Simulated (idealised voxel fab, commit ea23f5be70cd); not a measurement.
voxel released beams: a process module
Square cells of 5 nm make up the cross-section cut, whose width is 155 nm.
Think of the cross-section as a grid of square cells. We describe it in bands, top to bottom, and each band covers one or more rows of those cells. Band entry format. Leading values: height of top, height of bottom, nm. Remainder: materials in left-to-right order, each with its width in nm. Special words: "edge to edge" on a single material, which then fills the band edge to edge; "empty", empty space. Zero point of the height axis is 0; under it, received wafer = one material. Lowest band: continues down indefinitely, "from 0 down". Think of "30 to 40" as a width that walks from the first number to the second as you go down the band, top row to bottom row, taking equal-sized steps from row to row. "everything unchanged" means the step left every cell of the cross-section as it was. Entry "Unvented cavities". Content: empty spaces with no open connection to the top, size 8 cells or greater. Each: width x height at distance. Distance: from left edge. Unit: nm. Note: text after step settings on the step line = simulator remark on that step. A step line may carry the setting "overlay nm", which, for steps involving a mask, states the distance by which the mask lay to the right of its intended position; negative values denote displacement to the left.

LISTED BELOW ARE THE PROCESS STEPS AS PLANNED
1. op RECEIVE | material Si
2. op CONFORMAL_DEP | material SiN | thk nm 10
3. op DIRECTIONAL_DEP | material SiO2 | thk nm 20
4. op MASKED_ETCH | tone open | mask id ANCHOR | width nm 45 | etch materials SiO2 | depth nm 20 | overlay nm 0
5. op CONFORMAL_DEP | material polySi | thk nm 15
6. op PATTERN | tone cover | mask id BEAM | material resist | width nm 100 | thk nm 15 | overlay nm 0
7. op DIRECTIONAL_ETCH | etch materials polySi | depth nm 15
8. op STRIP | etch materials resist
9. op STRIP | etch materials SiO2

HERE'S WHAT THE WAFER LOOKED LIKE IN CROSS-SECTION WHEN IT ARRIVED - THAT'S AFTER STEP 1
- from 0 down: Si edge to edge
- Unvented cavities: none

WAFER CROSS-SECTION AT END OF MODULE: START AND PLAN AS SHOWN ABOVE, ONE EXECUTION ERROR
- from 35 to 20: 25 empty, 20 polySi, 15 empty, 65 polySi, 30 empty
- from 20 to 15: 30 empty, 15 polySi, 15 empty, 15 polySi, 80 empty
- from 15 to 0: 30 empty, 45 polySi, 80 empty
- from 0 down: Si edge to edge
- Unvented cavities: none
What went wrong in running the wafer? step 2 of the plan was omitted and not executed
